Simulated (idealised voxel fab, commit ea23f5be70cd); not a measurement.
process module | voxel transistor to metal
cross-section cut | 170 nm wide | cells 5 nm
A cross-section is a grid of square cells, given in bands from the top down. A band is one or more rows of cells.
Each band's line starts with the height of the band's top and of its bottom, in nm. Then come its materials from left to right, each with its width in nm. One material with "throughout" fills the band from edge to edge. "air" is empty space.
Height 0 is the level under which the wafer as received is all one material. The lowest band goes on downwards, as in "0 down".
A width such as "30 to 40" changes by the same amount from each row of cells to the next, from the band's top row to its bottom row.
"no change" after a step means that no cell of the cross-section changed.
closed voids: empty space of 8 cells or more with no open way to the top, each as width x height at its distance from the left edge, in nm
after a step's settings: what the simulator itself notes on the step
overlay nm, on a step with a mask: how far to the right of its planned place the mask lay; to the left if negative
Each pair below shows a cross-section before one step and the cross-section after it, down to the lowest band that changed. The line under each pair gives the step between them, with its settings. The pairs can come from different runs of this module on the same starting wafer, so a pair continues from the pair above only where its "before" says so.
before
  120 to 110: aC 40 | air 15 | aC 55 | air 15 | aC 45
  110 to 95: SiO2 40 | air 15 | SiO2 55 | air 15 | SiO2 45
  95 to 85: SiO2 throughout
  85 to 80: SiCN throughout
  80 to 55: Ru 40 | SiO2 15 | Ru 55 | SiO2 15 | Ru 45
  55 to 50: TiN 40 | SiO2 15 | TiN 55 | SiO2 15 | TiN 45
  50 to 40: SiO2 40 | TiN 5 | W 15 | TiN 5 | SiO2 35 | TiN 5 | W 15 | TiN 5 | SiO2 45
  40 to 35: SiO2 40 | TiN 5 | W 5 | TiN 15 | SiO2 35 | TiN 15 | W 5 | TiN 5 | SiO2 45
  35 to 25: SiO2 40 | TiN 5 | W 5 | TiN 5 | SiN 10 | SiO2 5 | SiCN 25 | SiO2 5 | SiN 10 | TiN 5 | W 5 | TiN 5 | SiO2 45
  25 to 10: SiO2 40 | TiN 5 | W 5 | TiN 5 | SiN 10 | SiO2 5 | polySi 25 | SiO2 5 | SiN 10 | TiN 5 | W 5 | TiN 5 | SiO2 45
  10 to 5: SiO2 40 | TiN 15 | SiN 10 | SiO2 5 | polySi 25 | SiO2 5 | SiN 10 | TiN 15 | SiO2 45
  5 to 0: SiO2 35 | SiN 10 | SiGe 10 | SiN 10 | SiO2 5 | polySi 25 | SiO2 5 | SiN 10 | SiGe 10 | SiN 10 | SiO2 40
  0 to -5: SiO2 45 | SiGe 10 | SiO2 55 | SiGe 10 | SiO2 50
  -5 to -15: SiO2 35 | Si 10 | SiGe 10 | Si 55 | SiGe 10 | Si 10 | SiO2 40
  -15 to -35: SiO2 35 | Si 95 | SiO2 40
  -35 down: Si throughout
  closed voids: none
after
  120 to 110: aC 40 | air 15 | aC 55 | air 15 | aC 45
  110 to 85: SiO2 40 | air 15 | SiO2 55 | air 15 | SiO2 45
  below 85: unchanged
  closed voids: none
the step between: op DIRECTIONAL_ETCH | etch materials SiO2 | depth nm 10
before: the cross-section after the pair above
after
  120 to 110: aC 40 | air 15 | aC 55 | air 15 | aC 45
  110 to 85: SiO2 40 | air 15 | SiO2 55 | air 15 | SiO2 45
  85 to 80: SiCN 40 | air 15 | SiCN 55 | air 15 | SiCN 45
  below 80: unchanged
  closed voids: none
the step between: op DIRECTIONAL_ETCH | etch materials SiCN | depth nm 5
before: the cross-section after the pair above
after
  110 to 85: SiO2 40 | air 15 | SiO2 55 | air 15 | SiO2 45
  below 85: unchanged
  closed voids: none
the step between: op STRIP | etch materials aC
before: the cross-section after the pair above
after
  115 to 110: TiN 45 | air 5 | TiN 65 | air 5 | TiN 50
  110 to 85: SiO2 40 | TiN 5 | air 5 | TiN 5 | SiO2 55 | TiN 5 | air 5 | TiN 5 | SiO2 45
  85 to 80: SiCN 40 | TiN 15 | SiCN 55 | TiN 15 | SiCN 45
  below 80: unchanged
  closed voids: none
the step between: op CONFORMAL_DEP | material TiN | thk nm 5
before: the cross-section after the pair above
after
  125 to 115: Ru throughout
  115 to 110: TiN 45 | Ru 5 | TiN 65 | Ru 5 | TiN 50
  110 to 85: SiO2 40 | TiN 5 | Ru 5 | TiN 5 | SiO2 55 | TiN 5 | Ru 5 | TiN 5 | SiO2 45
  below 85: unchanged
  closed voids: none
the step between: op FILL_DEP | material Ru | thk nm 10
before: the cross-section after the pair above
after
  110 to 85: SiO2 40 | TiN 5 | Ru 5 | TiN 5 | SiO2 55 | TiN 5 | Ru 5 | TiN 5 | SiO2 45
  below 85: unchanged
  closed voids: none
the step between: op CMP | height nm 110
before: the cross-section after the pair above
after
  115 to 110: SiN throughout
  below 110: unchanged
  closed voids: none
the step between: op CONFORMAL_DEP | material SiN | thk nm 5
